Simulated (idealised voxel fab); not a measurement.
Name of the process module below: voxel tone inversion
Xsec cut, 230 nm wide, square cell size 5 nm.
Heads up, the way a cross-section reads in here is a grid of square cells, handed over as bands from the top down, with every band being one or more rows of cells. Top height, bottom height, nm. Materials left to right, width each, nm. Single material + "all across" = fills band edge to edge. "air" = empty. Heights are reckoned from 0. Under this level, the received wafer is all of one material. The bottommost band is open-ended downward, for example "0 and below". Top row gets the first number, bottom row gets the second, and each row in between changes by the same step: that is how a band width like "30..40" works. Where a step carries "nothing altered", the cross-section came out of it unchanged, cell for cell. What "Entrapped void list" gives you is every empty space of 8 cells or more that is cut off from the top. Each appears as width x height at distance, with the distance taken from the left edge and width, height and distance all in nm. Post-settings text on a step line: simulator's own remark regarding the step. What "overlay nm" on a step's line means: if the step has a mask, that mask lay this far to the right of its planned place, or, when the value is negative, to the left.

## Process steps foreseen in the plan
1. RECEIVE, material Si
2. CONFORMAL_DEP, material SiCN, thk nm 10
3. DIRECTIONAL_DEP, material polySi, thk nm 20
4. PATTERN, tone cover, mask id POSTS, material resist, width nm 20, pitch nm 40, thk nm 30, overlay nm -15
5. DIRECTIONAL_ETCH, etch materials polySi, depth nm 20
6. STRIP, etch materials resist
7. FILL_DEP, material SiO2, thk nm 5
8. CMP, height nm 30
9. STRIP, etch materials polySi
10. CONFORMAL_DEP, material TiN, thk nm 5
11. FILL_DEP, material W, thk nm 5
12. CMP, height nm 30
13. CONFORMAL_DEP, material SiCN, thk nm 5
Where the wafers of this document differ is in the overlay nm of step 4; they start out the same, and the plan states the value that applied to the first wafer.

## first wafer as received, after step 1
	0 and below | Si all across
	Entrapped void list: none

## Post step 13, the closing step of the module: first of several wafers, cross-sectioned
	35 down to 30 | SiCN all across
	30 down to 15 | SiO2: 70, TiN: 5, W: 10, TiN: 5, SiO2: 20, TiN: 5, W: 10, TiN: 5, SiO2: 100
	15 down to 10 | SiO2: 70, TiN: 20, SiO2: 20, TiN: 20, SiO2: 100
	10 down to 0 | SiCN all across
	0 and below | Si all across
	Entrapped void list: none

## Showing the last wafer in cross-section at the end of the module
	35 down to 30 | SiCN all across
	30 down to 15 | SiO2: 100, TiN: 5, W: 10, TiN: 5, SiO2: 20, TiN: 5, W: 10, TiN: 5, SiO2: 70
	15 down to 10 | SiO2: 100, TiN: 20, SiO2: 20, TiN: 20, SiO2: 70
	10 down to 0 | SiCN all across
	0 and below | Si all across
	Entrapped void list: none

## Gained (+) or lost (-) cells of each material since receipt, then closed voids: one row per wafer, at the end of the module
overlay nm -15; +138 SiCN; +152 SiO2; +20 TiN; +12 W; Entrapped void list: none
overlay nm -10; +138 SiCN; +152 SiO2; +20 TiN; +12 W; Entrapped void list: none
overlay nm -5; +138 SiCN; +152 SiO2; +20 TiN; +12 W; Entrapped void list: none
overlay nm 0; +138 SiCN; +152 SiO2; +20 TiN; +12 W; Entrapped void list: none
overlay nm 5; +138 SiCN; +152 SiO2; +20 TiN; +12 W; Entrapped void list: none
overlay nm 10; +138 SiCN; +152 SiO2; +20 TiN; +12 W; Entrapped void list: none
overlay nm 15; +138 SiCN; +152 SiO2; +20 TiN; +12 W; Entrapped void list: none
